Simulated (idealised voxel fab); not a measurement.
voxel released beams: a process module
The figure presents cross-section cut, which has a width of 160 nm and is divided into square cells with an edge length of 5 nm.
Heads up, the way a cross-section reads in here is a grid of square cells, handed over as bands from the top down, with every band being one or more rows of cells. What a band's entry tells you: where the top is and where the bottom is, as heights in nm, and after that what lies inside, material by material from left to right, each with its width in nm. Empty space is written as the word "empty", and a single material marked with the word "full width" occupies the band from edge to edge. Basically, 0 is our baseline, since under it the wafer straight out of the box is all one material. The bottom band has no lower end and keeps on going down, so it looks like "0 and below". The two numbers in a width such as "30->40" mark its ends across the band: the first belongs to the top row of cells, the second to the bottom row, and from each row to the next the width moves by the same amount. "left unchanged" means the step left every cell of the cross-section as it was. You'll see "Closed void register" listing empty spaces that have no way open to the top, as long as they're 8 cells or more; the notation is width x height at distance, where the distance is from the left edge, and all of it is in nm. On a step's line, text after the settings is the simulator commenting on that step. "overlay nm" denotes, for a step that has a mask, the displacement of the mask to the right of its planned place, with negative values corresponding to the left.
Below is the list of planned process steps
1. RECEIVE with material Si
2. CONFORMAL_DEP with material SiN, thk nm 5
3. DIRECTIONAL_DEP with material SiO2, thk nm 20
4. MASKED_ETCH with tone open, mask id ANCHOR, width nm 45, etch materials SiO2, depth nm 20, overlay nm 0
5. CONFORMAL_DEP with material polySi, thk nm 15
6. MASKED_ETCH with tone cover, mask id BEAM, width nm 115, etch materials polySi, depth nm 15, overlay nm 0
7. STRIP with etch materials SiO2
So, the first of our two wafers, run just as we planned it
Cross-section of the wafer upon arrival, representing the state reached after step 1
> 0 and below: Si full width
> Closed void register: none
After step 2, in cross-section
> 5 down to 0: SiN full width
> Below 0, no change.
After step 3, in cross-section
> 25 down to 5: SiO2 full width
> Below 5, no change.
After step 4, in cross-section
> 25 down to 5: SiO2: 25, empty: 45, SiO2: 90
> Below 5, no change.
After step 5, in cross-section
> 40 down to 25: polySi: 40, empty: 15, polySi: 105
> 25 down to 20: SiO2: 25, polySi: 15, empty: 15, polySi: 15, SiO2: 90
> 20 down to 5: SiO2: 25, polySi: 45, SiO2: 90
> Below 5, no change.
After step 6, in cross-section
> 40 down to 25: empty: 20, polySi: 20, empty: 15, polySi: 80, empty: 25
> Below 25, no change.
After step 7, in cross-section
> 40 down to 25: empty: 20, polySi: 20, empty: 15, polySi: 80, empty: 25
> 25 down to 20: empty: 25, polySi: 15, empty: 15, polySi: 15, empty: 90
> 20 down to 5: empty: 25, polySi: 45, empty: 90
> Below 5, no change.
Notes, second wafer: start = first wafer's, plan = first wafer's, execution had one mistake; history identical to first through step 4
Second wafer, cut view, end of step 5 per plan
> 55 down to 25: polySi full width
> 25 down to 5: SiO2: 25, polySi: 45, SiO2: 90
> Below 5, no change.
Second wafer, cut view, end of step 6 per plan
> 55 down to 40: empty: 20, polySi: 115, empty: 25
> Below 40, no change.
Second wafer, cut view, end of step 7 per plan: left unchanged
Against the plan, the run slipped here: step 5 of the plan was executed twice over
Final difference in cells, second wafer against first, listed per material as more or fewer: +92 SiO2; +108 polySi
